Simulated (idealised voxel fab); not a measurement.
Process module under the name voxel air gaps
Cross-section cut spans 250 nm and uses square cells 5 nm in size.
A cross-section is written here as square cells arranged in a grid, and it is given in bands from the top down, each band taking up one or more rows of cells.
Each band's line starts with the height of the band's top and of its bottom, in nm. Then come its materials from left to right, each with its width in nm. One material with "full width" fills the band from edge to edge. "air" is empty space.
Height reference: 0 = level under which incoming wafer is all one material. Lowest band: no bottom, runs on downward, e.g. "0 nm and below".
A two-number width, for instance "30 to 40", indicates that the width is equal to the first number in the top row of the band and to the second number in the bottom row, and that it changes by a constant amount per row of cells.
Any step labelled "no alterations made" changed none of the cells in the cross-section.
Entry "Enclosed empty spaces". Content: empty spaces with no open connection to the top, size 8 cells or greater. Each: width x height at distance. Distance: from left edge. Unit: nm.
On each step's line, the part that comes after the settings is the simulator's own comment on the step.
"overlay nm", when on a step's line for a step with a mask, measures how far to the right of its planned place the mask lay; a negative measure means to the left.
Below is the list of planned process steps:
step 1: op RECEIVE | material Si
step 2: op CONFORMAL_DEP | material SiO2 | thk nm 15
step 3: op CONFORMAL_DEP | material SiCN | thk nm 5
step 4: op DIRECTIONAL_DEP | material SiO2 | thk nm 30
step 5: op MASKED_ETCH | tone open | mask id LINES | width nm 20 | pitch nm 50 | etch materials SiO2 | depth nm 30 | overlay nm 0
step 6: op CONFORMAL_DEP | material TiN | thk nm 5
step 7: op FILL_DEP | material W | thk nm 10
step 8: op CMP | height nm 50
step 9: op EPI | material Ru | thk nm 10
step 10: op SELECTIVE_ETCH | etch materials SiO2 | depth nm 40
step 11: op CONFORMAL_DEP | material SiCN | thk nm 5
Cross-section of the wafer at receipt, which is the condition after step 1:
> 0 nm and below  Si full width
> Enclosed empty spaces: none
Cross-sectional image of the first of two wafers at the end of the module, the run having proceeded as planned:
> 65 nm to 60 nm  25 air, 200 SiCN, 25 air
> 60 nm to 50 nm  25 air, 5 SiCN, 40 Ru, 10 SiCN, 40 Ru, 10 SiCN, 40 Ru, 10 SiCN, 40 Ru, 5 SiCN, 25 air
> 50 nm to 45 nm  25 air, 15 SiCN, 5 TiN, 10 W, 5 TiN, 30 SiCN, 5 TiN, 10 W, 5 TiN, 30 SiCN, 5 TiN, 10 W, 5 TiN, 30 SiCN, 5 TiN, 10 W, 5 TiN, 15 SiCN, 25 air
> 45 nm to 25 nm  35 air, 5 SiCN, 5 TiN, 10 W, 5 TiN, 5 SiCN, 20 air, 5 SiCN, 5 TiN, 10 W, 5 TiN, 5 SiCN, 20 air, 5 SiCN, 5 TiN, 10 W, 5 TiN, 5 SiCN, 20 air, 5 SiCN, 5 TiN, 10 W, 5 TiN, 5 SiCN, 35 air
> 25 nm to 20 nm  40 SiCN, 20 TiN, 30 SiCN, 20 TiN, 30 SiCN, 20 TiN, 30 SiCN, 20 TiN, 40 SiCN
> 20 nm to 15 nm  SiCN full width
> 15 nm to 0 nm  SiO2 full width
> 0 nm and below  Si full width
> Enclosed empty spaces: 20 x 20 at 65; 20 x 20 at 115; 20 x 20 at 165
Here's the second of our two wafers sectioned at module end. Same start as the first, same plan, but one mistake got made running it:
> 80 nm to 75 nm  SiCN full width
> 75 nm to 65 nm  Ru full width
> 65 nm to 55 nm  W full width
> 55 nm to 50 nm  45 TiN, 10 W, 40 TiN, 10 W, 40 TiN, 10 W, 40 TiN, 10 W, 45 TiN
> 50 nm to 25 nm  40 SiO2, 5 TiN, 10 W, 5 TiN, 30 SiO2, 5 TiN, 10 W, 5 TiN, 30 SiO2, 5 TiN, 10 W, 5 TiN, 30 SiO2, 5 TiN, 10 W, 5 TiN, 40 SiO2
> 25 nm to 20 nm  40 SiO2, 20 TiN, 30 SiO2, 20 TiN, 30 SiO2, 20 TiN, 30 SiO2, 20 TiN, 40 SiO2
> 20 nm to 15 nm  SiCN full width
> 15 nm to 0 nm  SiO2 full width
> 0 nm and below  Si full width
> Enclosed empty spaces: none
The plan and the run diverged here: no execution of plan step 8; skipped
End of process, cell counts, second wafer against first, materials with more or fewer: +36 Ru, -96 SiCN, +204 SiO2, +42 TiN, +108 W
Final count of closed voids per wafer: 3 in the first, 0 in the second.
